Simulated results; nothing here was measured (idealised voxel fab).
Documented hereafter: the process module known as voxel self aligned contacts.
Pictured: cross-section cut, 260 nm wide, on a grid of 5 nm square cells.
This document writes a cross-section as a grid whose cells are square, and gives it as bands, listed from the top down; one or more rows of cells form a band.
First you get the band's top height and its bottom height, in nm, and then the materials it's made of, left to right, with each width in nm. If you see a single material with "everywhere", that one covers the band edge to edge. "air" is empty space.
Ref level 0: as-received wafer is one material below here. Bottom band extends down with no lower bound ("0 and below").
A width given as "30 to 40" starts at the first number in the band's top row and ends at the second number in its bottom row, shifting by an equal amount at every step from row to row.
A step reported as "remained the same" is a step in which no cell of the cross-section changed.
Entry "Closed void entries" = empty spaces >= 8 cells with no open way to the top; each as width x height at distance, distance from left edge, all nm.
Post-settings text on a step line: simulator's own remark regarding the step.
"overlay nm" on a masked step: distance the mask lay right of its planned place, negative for left.
Process steps (planned):
1 RECEIVE,material Si
2 OXIDIZE,depth nm 5
3 DIRECTIONAL_DEP,material polySi,thk nm 20
4 DIRECTIONAL_DEP,material SiN,thk nm 20
5 DIRECTIONAL_DEP,material aC,thk nm 15
6 PATTERN,tone cover,mask id GATE,material resist,width nm 25,pitch nm 50,thk nm 30,overlay nm 0
7 DIRECTIONAL_ETCH,etch materials aC,depth nm 15
8 STRIP,etch materials resist
9 DIRECTIONAL_ETCH,etch materials SiN,depth nm 20
10 DIRECTIONAL_ETCH,etch materials polySi,depth nm 20
11 STRIP,etch materials aC
12 CONFORMAL_DEP,material SiN,thk nm 5
13 DIRECTIONAL_ETCH,etch materials SiN,depth nm 5
14 FILL_DEP,material SiO2,thk nm 15
15 CMP,height nm 45
16 DIRECTIONAL_DEP,material aC,thk nm 15
17 PATTERN,tone open,mask id CONTACT,material resist,width nm 35,thk nm 30,overlay nm 0
18 DIRECTIONAL_ETCH,etch materials aC,depth nm 15
19 STRIP,etch materials resist
20 DIRECTIONAL_ETCH,etch materials SiO2,depth nm 50
21 STRIP,etch materials aC
22 CONFORMAL_DEP,material TiN,thk nm 5
23 FILL_DEP,material W,thk nm 5
24 CMP,height nm 45
25 CONFORMAL_DEP,material SiN,thk nm 5
Below: the first of two wafers, run as planned:
Cross-sectional view of the wafer in its as-received condition, corresponding to the state after step 1:
- 0 and below: Si everywhere
- Closed void entries: none
Sectional view: wafer, after step 2:
- 0 down to -5: SiO2 everywhere
- Below a height of -5, the structure has not been altered.
Sectional view: wafer, after step 3:
- 20 down to 0: polySi everywhere
- Below a height of 0, the structure has not been altered.
Sectional view: wafer, after step 4:
- 40 down to 20: SiN everywhere
- Below a height of 20, the structure has not been altered.
Sectional view: wafer, after step 5:
- 55 down to 40: aC everywhere
- Below a height of 40, the structure has not been altered.
Sectional view: wafer, after step 6:
- 85 down to 55: air 90; resist 25; air 25; resist 25; air 95
- Below a height of 55, the structure has not been altered.
Sectional view: wafer, after step 7:
- 70 down to 55: air 90; resist 25; air 25; resist 25; air 95
- 55 down to 40: air 90; aC 25; air 25; aC 25; air 95
- Below a height of 40, the structure has not been altered.
Sectional view: wafer, after step 8:
- 55 down to 40: air 90; aC 25; air 25; aC 25; air 95
- Below a height of 40, the structure has not been altered.
Sectional view: wafer, after step 9:
- 55 down to 40: air 90; aC 25; air 25; aC 25; air 95
- 40 down to 20: air 90; SiN 25; air 25; SiN 25; air 95
- Below a height of 20, the structure has not been altered.
Sectional view: wafer, after step 10:
- 55 down to 40: air 90; aC 25; air 25; aC 25; air 95
- 40 down to 20: air 90; SiN 25; air 25; SiN 25; air 95
- 20 down to 0: air 90; polySi 25; air 25; polySi 25; air 95
- Below a height of 0, the structure has not been altered.
Sectional view: wafer, after step 11:
- 40 down to 20: air 90; SiN 25; air 25; SiN 25; air 95
- Below a height of 20, the structure has not been altered.
Sectional view: wafer, after step 12:
- 45 down to 20: air 85; SiN 35; air 15; SiN 35; air 90
- 20 down to 5: air 85; SiN 5; polySi 25; SiN 5; air 15; SiN 5; polySi 25; SiN 5; air 90
- 5 down to 0: SiN 90; polySi 25; SiN 25; polySi 25; SiN 95
- Below a height of 0, the structure has not been altered.
Sectional view: wafer, after step 13:
- 40 down to 20: air 85; SiN 35; air 15; SiN 35; air 90
- 20 down to 0: air 85; SiN 5; polySi 25; SiN 5; air 15; SiN 5; polySi 25; SiN 5; air 90
- Below a height of 0, the structure has not been altered.
Sectional view: wafer, after step 14:
- 55 down to 40: SiO2 everywhere
- 40 down to 20: SiO2 85; SiN 35; SiO2 15; SiN 35; SiO2 90
- 20 down to 0: SiO2 85; SiN 5; polySi 25; SiN 5; SiO2 15; SiN 5; polySi 25; SiN 5; SiO2 90
- Below a height of 0, the structure has not been altered.
Sectional view: wafer, after step 15:
- 45 down to 40: SiO2 everywhere
- Below a height of 40, the structure has not been altered.
Sectional view: wafer, after step 16:
- 60 down to 45: aC everywhere
- Below a height of 45, the structure has not been altered.
Sectional view: wafer, after step 17:
- 90 down to 60: resist 110; air 35; resist 115
- Below a height of 60, the structure has not been altered.
Sectional view: wafer, after step 18:
- 75 down to 60: resist 110; air 35; resist 115
- 60 down to 45: aC 110; air 35; aC 115
- Below a height of 45, the structure has not been altered.
Sectional view: wafer, after step 19:
- 60 down to 45: aC 110; air 35; aC 115
- Below a height of 45, the structure has not been altered.
Sectional view: wafer, after step 20:
- 60 down to 45: aC 110; air 35; aC 115
- 45 down to 40: SiO2 110; air 35; SiO2 115
- 40 down to 20: SiO2 85; SiN 35; air 15; SiN 35; SiO2 90
- 20 down to 0: SiO2 85; SiN 5; polySi 25; SiN 5; air 15; SiN 5; polySi 25; SiN 5; SiO2 90
- 0 down to -5: SiO2 120; air 15; SiO2 125
- Below a height of -5, the structure has not been altered.
Sectional view: wafer, after step 21:
- 45 down to 40: SiO2 110; air 35; SiO2 115
- Below a height of 40, the structure has not been altered.
Sectional view: wafer, after step 22:
- 50 down to 45: TiN 115; air 25; TiN 120
- 45 down to 40: SiO2 110; TiN 15; air 5; TiN 15; SiO2 115
- 40 down to 20: SiO2 85; SiN 35; TiN 5; air 5; TiN 5; SiN 35; SiO2 90
- 20 down to 0: SiO2 85; SiN 5; polySi 25; SiN 5; TiN 5; air 5; TiN 5; SiN 5; polySi 25; SiN 5; SiO2 90
- 0 down to -5: SiO2 120; TiN 15; SiO2 125
- Below a height of -5, the structure has not been altered.
Sectional view: wafer, after step 23:
- 55 down to 50: W everywhere
- 50 down to 45: TiN 115; W 25; TiN 120
- 45 down to 40: SiO2 110; TiN 15; W 5; TiN 15; SiO2 115
- 40 down to 20: SiO2 85; SiN 35; TiN 5; W 5; TiN 5; SiN 35; SiO2 90
- 20 down to 0: SiO2 85; SiN 5; polySi 25; SiN 5; TiN 5; W 5; TiN 5; SiN 5; polySi 25; SiN 5; SiO2 90
- Below a height of 0, the structure has not been altered.
Sectional view: wafer, after step 24:
- 45 down to 40: SiO2 110; TiN 15; W 5; TiN 15; SiO2 115
- Below a height of 40, the structure has not been altered.
Sectional view: wafer, after step 25:
- 50 down to 45: SiN everywhere
- Below a height of 45, the structure has not been altered.
The Second Wafer: Common Origin and Plan, One Mistake in Execution, Identical to the First Through Step 3:
Cross-sectional view of the second wafer at the intended end time of process step 4:
- 50 down to 20: SiN everywhere
- Below a height of 20, the structure has not been altered.
Cross-sectional view of the second wafer at the intended end time of process step 5:
- 65 down to 50: aC everywhere
- Below a height of 50, the structure has not been altered.
Cross-sectional view of the second wafer at the intended end time of process step 6:
- 95 down to 65: air 90; resist 25; air 25; resist 25; air 95
- Below a height of 65, the structure has not been altered.
Cross-sectional view of the second wafer at the intended end time of process step 7:
- 80 down to 65: air 90; resist 25; air 25; resist 25; air 95
- 65 down to 50: air 90; aC 25; air 25; aC 25; air 95
- Below a height of 50, the structure has not been altered.
Cross-sectional view of the second wafer at the intended end time of process step 8:
- 65 down to 50: air 90; aC 25; air 25; aC 25; air 95
- Below a height of 50, the structure has not been altered.
Cross-sectional view of the second wafer at the intended end time of process step 9:
- 65 down to 50: air 90; aC 25; air 25; aC 25; air 95
- 50 down to 30: air 90; SiN 25; air 25; SiN 25; air 95
- Below a height of 30, the structure has not been altered.
Cross-sectional view of the second wafer at the intended end time of process step 10: remained the same
Cross-sectional view of the second wafer at the intended end time of process step 11:
- 50 down to 30: air 90; SiN 25; air 25; SiN 25; air 95
- Below a height of 30, the structure has not been altered.
Cross-sectional view of the second wafer at the intended end time of process step 12:
- 55 down to 35: air 85; SiN 35; air 15; SiN 35; air 90
- 35 down to 20: SiN everywhere
- Below a height of 20, the structure has not been altered.
Cross-sectional view of the second wafer at the intended end time of process step 13:
- 50 down to 30: air 85; SiN 35; air 15; SiN 35; air 90
- Below a height of 30, the structure has not been altered.
Cross-sectional view of the second wafer at the intended end time of process step 14:
- 65 down to 50: SiO2 everywhere
- 50 down to 30: SiO2 85; SiN 35; SiO2 15; SiN 35; SiO2 90
- Below a height of 30, the structure has not been altered.
Cross-sectional view of the second wafer at the intended end time of process step 15:
- 45 down to 30: SiO2 85; SiN 35; SiO2 15; SiN 35; SiO2 90
- Below a height of 30, the structure has not been altered.
Cross-sectional view of the second wafer at the intended end time of process step 16:
- 60 down to 45: aC everywhere
- Below a height of 45, the structure has not been altered.
Cross-sectional view of the second wafer at the intended end time of process step 17:
- 90 down to 60: resist 110; air 35; resist 115
- Below a height of 60, the structure has not been altered.
Cross-sectional view of the second wafer at the intended end time of process step 18:
- 75 down to 60: resist 110; air 35; resist 115
- 60 down to 45: aC 110; air 35; aC 115
- Below a height of 45, the structure has not been altered.
Cross-sectional view of the second wafer at the intended end time of process step 19:
- 60 down to 45: aC 110; air 35; aC 115
- Below a height of 45, the structure has not been altered.
Cross-sectional view of the second wafer at the intended end time of process step 20:
- 60 down to 45: aC 110; air 35; aC 115
- 45 down to 30: SiO2 85; SiN 35; air 15; SiN 35; SiO2 90
- Below a height of 30, the structure has not been altered.
Cross-sectional view of the second wafer at the intended end time of process step 21:
- 45 down to 30: SiO2 85; SiN 35; air 15; SiN 35; SiO2 90
- Below a height of 30, the structure has not been altered.
Cross-sectional view of the second wafer at the intended end time of process step 22:
- 50 down to 45: TiN 125; air 5; TiN 130
- 45 down to 35: SiO2 85; SiN 35; TiN 5; air 5; TiN 5; SiN 35; SiO2 90
- 35 down to 30: SiO2 85; SiN 35; TiN 15; SiN 35; SiO2 90
- Below a height of 30, the structure has not been altered.
Cross-sectional view of the second wafer at the intended end time of process step 23:
- 55 down to 50: W everywhere
- 50 down to 45: TiN 125; W 5; TiN 130
- 45 down to 35: SiO2 85; SiN 35; TiN 5; W 5; TiN 5; SiN 35; SiO2 90
- Below a height of 35, the structure has not been altered.
Cross-sectional view of the second wafer at the intended end time of process step 24:
- 45 down to 35: SiO2 85; SiN 35; TiN 5; W 5; TiN 5; SiN 35; SiO2 90
- Below a height of 35, the structure has not been altered.
Cross-sectional view of the second wafer at the intended end time of process step 25:
- 50 down to 45: SiN everywhere
- Below a height of 45, the structure has not been altered.
What broke from the plan during processing? step 4 changed vs plan, executed as DIRECTIONAL_DEP,material SiN,thk nm 30
Once processing is complete, comparing cell counts shows that the second wafer has more or fewer of certain materials than the first: +74 SiN | -217 SiO2 | -18 TiN | -7 W | +168 polySi
